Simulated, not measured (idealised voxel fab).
This is a process module. Its name is voxel capacitor over wiring.
The width of the displayed cross-section, cut, is 295 nm; its cells are square, with a size of 5 nm.
In this document a cross-section is written as a grid of square cells. It is given as a series of bands, listed from the top down, and a band is one or more rows of cells.
A band entry consists of two parts. The first gives the height of the band's top and the height of its bottom, in nm. The rest lists the band's materials from left to right, each with its width in nm. A single material labelled with the word "everywhere" fills the band from edge to edge, and the word "empty" marks empty space.
Heights are measured from 0, the level below which the as-received wafer is all one material; the lowest band has no bottom and continues downward, written as in "z 0 and below".
The expression "30->40" gives the width at the extremes of the band, the first number at its top row of cells and the second at its bottom row, with the width changing by equal amounts from each row to the next in between.
Reading "everything unchanged" for a step: not a cell of the cross-section changed in it.
The list in "Enclosed void inventory" covers empty spaces of 8 cells or more that cannot reach the top through any open way, and it gives each as width x height at distance; the distance is from the left edge, and width, height and distance are in nm.
Anything after a step's settings on that line? It's the simulator's own note about the step.
Steps that use a mask can have "overlay nm" on their line. It says how far the mask sat to the right of where it was meant to be. Negative means to the left.

**Here's what the planned process steps look like**
- 1: RECEIVE | material Si
- 2: CONFORMAL_DEP | material SiO2 | thk nm 15
- 3: DIRECTIONAL_DEP | material TiN | thk nm 5
- 4: DIRECTIONAL_DEP | material W | thk nm 25
- 5: MASKED_ETCH | tone cover | mask id METAL_1 | width nm 25 | pitch nm 90 | etch materials W | depth nm 25 | overlay nm 0
- 6: MASKED_ETCH | tone cover | mask id METAL_1 | width nm 25 | pitch nm 90 | etch materials TiN | depth nm 5 | overlay nm 0
- 7: FILL_DEP | material SiO2 | thk nm 5
- 8: CMP | height nm 45
- 9: CONFORMAL_DEP | material SiCN | thk nm 5
- 10: DIRECTIONAL_DEP | material SiO2 | thk nm 10
- 11: PATTERN | tone open | mask id PLUG_1 | material resist | width nm 15 | thk nm 15 | overlay nm 0
- 12: DIRECTIONAL_ETCH | etch materials SiO2 | depth nm 10
- 13: DIRECTIONAL_ETCH | etch materials SiCN | depth nm 5
- 14: STRIP | etch materials resist
- 15: EPI | material Ru | thk nm 10
- 16: EPI | material Ru | thk nm 5
- 17: DIRECTIONAL_DEP | material TiN | thk nm 5
- 18: DIRECTIONAL_DEP | material Al2O3 | thk nm 5
- 19: DIRECTIONAL_DEP | material TiN | thk nm 10
- 20: PATTERN | tone cover | mask id UPPER_PLATE | material resist | width nm 70 | thk nm 15 | overlay nm 0
- 21: DIRECTIONAL_ETCH | etch materials TiN | depth nm 10
- 22: DIRECTIONAL_ETCH | etch materials Al2O3 | depth nm 5
- 23: STRIP | etch materials resist
- 24: MASKED_ETCH | tone cover | mask id LOWER_PLATE | width nm 80 | etch materials TiN | depth nm 5 | overlay nm 0
- 25: FILL_DEP | material SiO2 | thk nm 20
- 26: CMP | height nm 95
- 27: PATTERN | tone open | mask id PLUG_2 | material resist | width nm 15 | thk nm 15 | overlay nm 0
- 28: DIRECTIONAL_ETCH | etch materials SiO2 | depth nm 15
- 29: STRIP | etch materials resist
- 30: CONFORMAL_DEP | material TiN | thk nm 5
- 31: FILL_DEP | material Cu | thk nm 10
- 32: CMP | height nm 95
- 33: CONFORMAL_DEP | material SiCN | thk nm 5

**So this is the incoming wafer in cross-section - it's already been through step 1**
  z 0 and below | Si everywhere
  Enclosed void inventory: none

**Wafer cross-section at module end: first of two, run to plan**
  z 100 to 95 | SiCN everywhere
  z 95 to 85 | SiO2 110 nm; TiN 5 nm; Cu 5 nm; TiN 5 nm; SiO2 170 nm
  z 85 to 80 | SiO2 110 nm; TiN 15 nm; SiO2 170 nm
  z 80 to 70 | SiO2 100 nm; TiN 70 nm; SiO2 125 nm
  z 70 to 65 | SiO2 100 nm; Al2O3 70 nm; SiO2 125 nm
  z 65 to 60 | SiO2 95 nm; TiN 80 nm; SiO2 120 nm
  z 60 to 50 | SiO2 100 nm; Ru 15 nm; SiO2 180 nm
  z 50 to 45 | SiCN 100 nm; Ru 15 nm; SiCN 180 nm
  z 45 to 20 | SiO2 90 nm; W 25 nm; SiO2 65 nm; W 25 nm; SiO2 90 nm
  z 20 to 15 | SiO2 90 nm; TiN 25 nm; SiO2 65 nm; TiN 25 nm; SiO2 90 nm
  z 15 to 0 | SiO2 everywhere
  z 0 and below | Si everywhere
  Enclosed void inventory: none

**This cross-section belongs to the second wafer of two at the end of the module; the start and the plan were shared with the first, and the run included one mistake**
  z 100 to 95 | SiCN everywhere
  z 95 to 85 | SiO2 110 nm; TiN 5 nm; Cu 5 nm; TiN 5 nm; SiO2 170 nm
  z 85 to 80 | SiO2 110 nm; TiN 15 nm; SiO2 170 nm
  z 80 to 70 | SiO2 100 nm; TiN 70 nm; SiO2 125 nm
  z 70 to 65 | SiO2 100 nm; Al2O3 70 nm; SiO2 125 nm
  z 65 to 60 | SiO2 95 nm; TiN 80 nm; SiO2 120 nm
  z 60 to 50 | SiO2 100 nm; Ru 15 nm; SiO2 180 nm
  z 50 to 45 | SiCN 100 nm; Ru 15 nm; SiCN 180 nm
  z 45 to 30 | SiO2 90 nm; W 25 nm; SiO2 65 nm; W 25 nm; SiO2 90 nm
  z 30 to 25 | SiO2 90 nm; TiN 25 nm; SiO2 65 nm; TiN 25 nm; SiO2 90 nm
  z 25 to 0 | SiO2 everywhere
  z 0 and below | Si everywhere
  Enclosed void inventory: none
Against the plan, the run slipped here: step 2 changed vs plan, executed as CONFORMAL_DEP | material SiO2 | thk nm 25
Per the end-of-run cell counts, the second wafer holds more or fewer of some materials than the first: +20 SiO2, -20 W
